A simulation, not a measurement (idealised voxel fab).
Herein follows the process module entitled voxel transistor to metal.
Pictured: cross-section cut, 195 nm wide, on a grid of 5 nm square cells.
A cross-section is written here as square cells arranged in a grid, and it is given in bands from the top down, each band taking up one or more rows of cells. Band entry format. Leading values: height of top, height of bottom, nm. Remainder: materials in left-to-right order, each with its width in nm. Special words: "all across" on a single material, which then fills the band edge to edge; "blank", empty space. Counting heights begins at 0, where everything beneath is, in the wafer as received, one material. The lowest band has no bottom; it goes on downwards, as "0 down" shows. It should be noted that a width expressed as "30..40" varies in equal increments from row to row of cells within the band, taking the value of the first number at the top row and that of the second number at the bottom row. "same as before" -> step changed no cross-section cell. Empty spaces without an open route to the top, at least 8 cells in extent, make up the entry "Voids, sealed"; each is given as width x height at distance, where the distance is measured from the left edge, and all are in nm. On a step's line, text after the settings is the simulator commenting on that step. On any step carrying a mask, the "overlay nm" setting, if present on the step's line, tells how far right of its planned place the mask lay; negative values point to the left.

Here's what the planned process steps look like:
step 1: RECEIVE [material Si]
step 2: CONFORMAL_DEP [material SiO2] [thk nm 5]
step 3: CONFORMAL_DEP [material SiN] [thk nm 10]
step 4: PATTERN [tone cover] [mask id ACTIVE] [material resist] [width nm 125] [thk nm 15] [overlay nm 0]
step 5: DIRECTIONAL_ETCH [etch materials SiN] [depth nm 10]
step 6: DIRECTIONAL_ETCH [etch materials SiO2] [depth nm 5]
step 7: DIRECTIONAL_ETCH [etch materials Si] [depth nm 20]
step 8: STRIP [etch materials resist]
step 9: OXIDIZE [depth nm 5]
step 10: FILL_DEP [material SiO2] [thk nm 5]
step 11: CMP [height nm 15]
step 12: SELECTIVE_ETCH [etch materials SiO2] [depth nm 10]
step 13: STRIP [etch materials SiN]
step 14: SELECTIVE_ETCH [etch materials SiO2] [depth nm 5]
step 15: OXIDIZE [depth nm 5]
step 16: DIRECTIONAL_DEP [material polySi] [thk nm 30]
step 17: DIRECTIONAL_DEP [material SiCN] [thk nm 15]
step 18: PATTERN [tone cover] [mask id GATE] [material resist] [width nm 35] [thk nm 15] [overlay nm -15]
step 19: DIRECTIONAL_ETCH [etch materials SiCN] [depth nm 25]
step 20: DIRECTIONAL_ETCH [etch materials polySi] [depth nm 40]
step 21: STRIP [etch materials resist]
step 22: CONFORMAL_DEP [material SiO2] [thk nm 5]
step 23: DIRECTIONAL_ETCH [etch materials SiO2] [depth nm 5]
step 24: CONFORMAL_DEP [material SiN] [thk nm 5]
step 25: DIRECTIONAL_ETCH [etch materials SiN] [depth nm 5]
step 26: DIRECTIONAL_ETCH [etch materials SiO2] [depth nm 5]
step 27: DIRECTIONAL_ETCH [etch materials Si] [depth nm 15]
step 28: EPI [material SiGe] [thk nm 20]
step 29: FILL_DEP [material SiO2] [thk nm 5]
step 30: CMP [height nm 30]
step 31: STRIP [etch materials polySi]
step 32: SELECTIVE_ETCH [etch materials SiO2] [depth nm 5]
step 33: CONFORMAL_DEP [material HfO2] [thk nm 5]
step 34: CONFORMAL_DEP [material TiN] [thk nm 5]
step 35: FILL_DEP [material W] [thk nm 10]
step 36: CMP [height nm 25]
step 37: DIRECTIONAL_DEP [material SiO2] [thk nm 10]
step 38: DIRECTIONAL_DEP [material aC] [thk nm 15]
step 39: PATTERN [tone open] [mask id CONTACT] [material resist] [width nm 15] [pitch nm 90] [thk nm 30] [overlay nm 0]
step 40: DIRECTIONAL_ETCH [etch materials aC] [depth nm 15]
step 41: STRIP [etch materials resist]
step 42: DIRECTIONAL_ETCH [etch materials SiO2] [depth nm 35]
step 43: STRIP [etch materials aC]
step 44: CONFORMAL_DEP [material TiN] [thk nm 5]
step 45: FILL_DEP [material Ru] [thk nm 5]
step 46: CMP [height nm 35]
step 47: DIRECTIONAL_DEP [material TiN] [thk nm 5]
step 48: DIRECTIONAL_DEP [material W] [thk nm 15]
step 49: PATTERN [tone cover] [mask id METAL_1] [material resist] [width nm 15] [pitch nm 90] [thk nm 15] [overlay nm 0]
step 50: DIRECTIONAL_ETCH [etch materials W] [depth nm 15]
step 51: DIRECTIONAL_ETCH [etch materials TiN] [depth nm 5]
step 52: STRIP [etch materials resist]
step 53: FILL_DEP [material lowk] [thk nm 10]
step 54: CMP [height nm 55]
step 55: CONFORMAL_DEP [material SiN] [thk nm 5]
Wafer-to-wafer difference: overlay nm, step 18. Common start. Plan = first wafer's value.

After step 1, as received: first of several wafers, cross-section:
> 0 down  Si all across
> Voids, sealed: none

First wafer of several, cross-section, module end, after step 55 (last):
> 60 to 55  SiN all across
> 55 to 40  lowk (45), then W (15), then lowk (75), then W (15), then lowk (45)
> 40 to 35  lowk (45), then TiN (15), then lowk (75), then TiN (15), then lowk (45)
> 35 to 30  SiO2 (45), then TiN (5), then Ru (5), then TiN (5), then SiO2 (75), then TiN (5), then Ru (5), then TiN (5), then SiO2 (45)
> 30 to 25  SiO2 (45), then TiN (15), then SiO2 (75), then TiN (5), then Ru (5), then TiN (5), then SiO2 (45)
> 25 to 15  SiO2 (45), then TiN (10), then SiN (5), then HfO2 (5), then TiN (5), then W (25), then TiN (5), then HfO2 (5), then SiN (5), then SiO2 (25), then TiN (5), then Ru (5), then TiN (5), then SiO2 (45)
> 15 to 5  SiO2 (35), then SiGe (20), then SiN (5), then HfO2 (5), then TiN (5), then W (25), then TiN (5), then HfO2 (5), then SiN (5), then SiGe (20), then SiO2 (5), then TiN (5), then Ru (5), then TiN (5), then SiO2 (45)
> 5 to 0  SiO2 (35), then SiGe (20), then SiN (5), then HfO2 (5), then TiN (35), then HfO2 (5), then SiN (5), then SiGe (20), then SiO2 (5), then TiN (15), then SiO2 (45)
> 0 to -5  SiO2 (35), then SiGe (20), then SiO2 (5), then HfO2 (45), then SiO2 (5), then SiGe (50), then SiO2 (35)
> -5 to -20  SiO2 (40), then SiGe (15), then Si (55), then SiGe (45), then SiO2 (40)
> -20 to -25  SiO2 (40), then Si (115), then SiO2 (40)
> -25 down  Si all across
> Voids, sealed: none

Cross-section, module end, final of several wafers:
> 60 to 55  SiN all across
> 55 to 40  lowk (45), then W (15), then lowk (75), then W (15), then lowk (45)
> 40 to 35  lowk (45), then TiN (15), then lowk (75), then TiN (15), then lowk (45)
> 35 to 30  SiO2 (45), then TiN (5), then Ru (5), then TiN (5), then SiO2 (75), then TiN (5), then Ru (5), then TiN (5), then SiO2 (45)
> 30 to 25  SiO2 (45), then TiN (5), then Ru (5), then TiN (5), then SiO2 (75), then TiN (15), then SiO2 (45)
> 25 to 15  SiO2 (45), then TiN (5), then Ru (5), then TiN (5), then SiO2 (25), then SiN (5), then HfO2 (5), then TiN (5), then W (25), then TiN (5), then HfO2 (5), then SiN (5), then TiN (10), then SiO2 (45)
> 15 to 5  SiO2 (45), then TiN (5), then Ru (5), then TiN (5), then SiO2 (5), then SiGe (20), then SiN (5), then HfO2 (5), then TiN (5), then W (25), then TiN (5), then HfO2 (5), then SiN (5), then SiGe (20), then SiO2 (35)
> 5 to 0  SiO2 (45), then TiN (15), then SiO2 (5), then SiGe (20), then SiN (5), then HfO2 (5), then TiN (35), then HfO2 (5), then SiN (5), then SiGe (20), then SiO2 (35)
> 0 to -5  SiO2 (35), then SiGe (50), then SiO2 (5), then HfO2 (45), then SiO2 (5), then SiGe (20), then SiO2 (35)
> -5 to -20  SiO2 (40), then SiGe (45), then Si (55), then SiGe (15), then SiO2 (40)
> -20 to -25  SiO2 (40), then Si (115), then SiO2 (40)
> -25 down  Si all across
> Voids, sealed: none

Each row below is a wafer at the end of the module, listing for every material the number of cells it has gained (+) or lost (-) since it was received, followed by its closed voids:
overlay nm -15; +19 HfO2; +7 Ru; -139 Si; +74 SiGe; +49 SiN; +243 SiO2; +45 TiN; +38 W; +132 lowk; Voids, sealed: none
overlay nm -10; +19 HfO2; +9 Ru; -139 Si; +74 SiGe; +49 SiN; +241 SiO2; +45 TiN; +38 W; +132 lowk; Voids, sealed: none
overlay nm -5; +19 HfO2; +6 Ru; -139 Si; +74 SiGe; +49 SiN; +244 SiO2; +45 TiN; +38 W; +132 lowk; Voids, sealed: none
overlay nm 0; +19 HfO2; +6 Ru; -139 Si; +74 SiGe; +49 SiN; +244 SiO2; +45 TiN; +38 W; +132 lowk; Voids, sealed: none
overlay nm 5; +19 HfO2; +6 Ru; -139 Si; +74 SiGe; +49 SiN; +244 SiO2; +45 TiN; +38 W; +132 lowk; Voids, sealed: none
overlay nm 10; +19 HfO2; +9 Ru; -139 Si; +74 SiGe; +49 SiN; +241 SiO2; +45 TiN; +38 W; +132 lowk; Voids, sealed: none
overlay nm 15; +19 HfO2; +7 Ru; -139 Si; +74 SiGe; +49 SiN; +243 SiO2; +45 TiN; +38 W; +132 lowk; Voids, sealed: none
